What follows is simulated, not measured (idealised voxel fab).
The process module presented herein is designated voxel quadruple lines.
Cross-sectional view cut (width: 165 nm; square cell size: 5 nm).
Notation: cross-section as square-cell grid; stated in bands, top first, going down; one or more cell rows per band. Heads up on the band format: heights come first, top then bottom, in nm. After that it's the materials left to right, each with its width in nm. A single material flagged "full width" fills the whole band edge to edge, and "empty" means there's empty space there. Height is counted from the level 0, under which the received wafer is composed throughout of one material. The lowest of the bands is not closed at the bottom but continues downward, in the notation "0 down". Width "30 to 40": first value at the band's top row of cells, second value at its bottom row, equal change from row to row. Key: "left unchanged" - step with no changed cell in the cross-section. Look at "Tabulated closed voids" for the closed voids: empty spaces with no open path to the top, sized 8 cells or up. Each is width x height at distance, distance from the left edge, all nm. What comes after the settings on a step's line is commentary from the simulator itself on that step. Steps that use a mask can have "overlay nm" on their line. It says how far the mask sat to the right of where it was meant to be. Negative means to the left.
## Intended process steps
1 RECEIVE,material Si
2 CONFORMAL_DEP,material SiO2,thk nm 10
3 DIRECTIONAL_DEP,material Ru,thk nm 10
4 DIRECTIONAL_DEP,material polySi,thk nm 20
5 DIRECTIONAL_DEP,material aC,thk nm 25
6 PATTERN,tone cover,mask id MANDREL,material resist,width nm 25,thk nm 35,overlay nm 0
7 DIRECTIONAL_ETCH,etch materials aC,depth nm 25
8 STRIP,etch materials resist
9 CONFORMAL_DEP,material SiO2,thk nm 15
10 DIRECTIONAL_ETCH,etch materials SiO2,depth nm 15
11 STRIP,etch materials aC
12 DIRECTIONAL_ETCH,etch materials polySi,depth nm 20
13 STRIP,etch materials SiO2
14 CONFORMAL_DEP,material SiN,thk nm 5
15 DIRECTIONAL_ETCH,etch materials SiN,depth nm 5
16 STRIP,etch materials polySi
17 DIRECTIONAL_ETCH,etch materials Ru,depth nm 10
18 STRIP,etch materials SiN
19 FILL_DEP,material lowk,thk nm 10
20 CMP,height nm 20
## Wafer at receipt (post step 1), cross-section
  0 down: Si full width
  Tabulated closed voids: none
## The plan above was carried out on the starting structure above with one mistake, and this cross-section shows the wafer at the end of the module
  20 to 10: lowk full width
  10 to 0: 50 nm lowk / 5 nm Ru / 15 nm lowk / 5 nm Ru / 15 nm lowk / 5 nm Ru / 15 nm lowk / 5 nm Ru / 50 nm lowk
  0 down: Si full width
  Tabulated closed voids: none
The plan and the run diverged here: step 2 of the plan was excluded from execution and never run
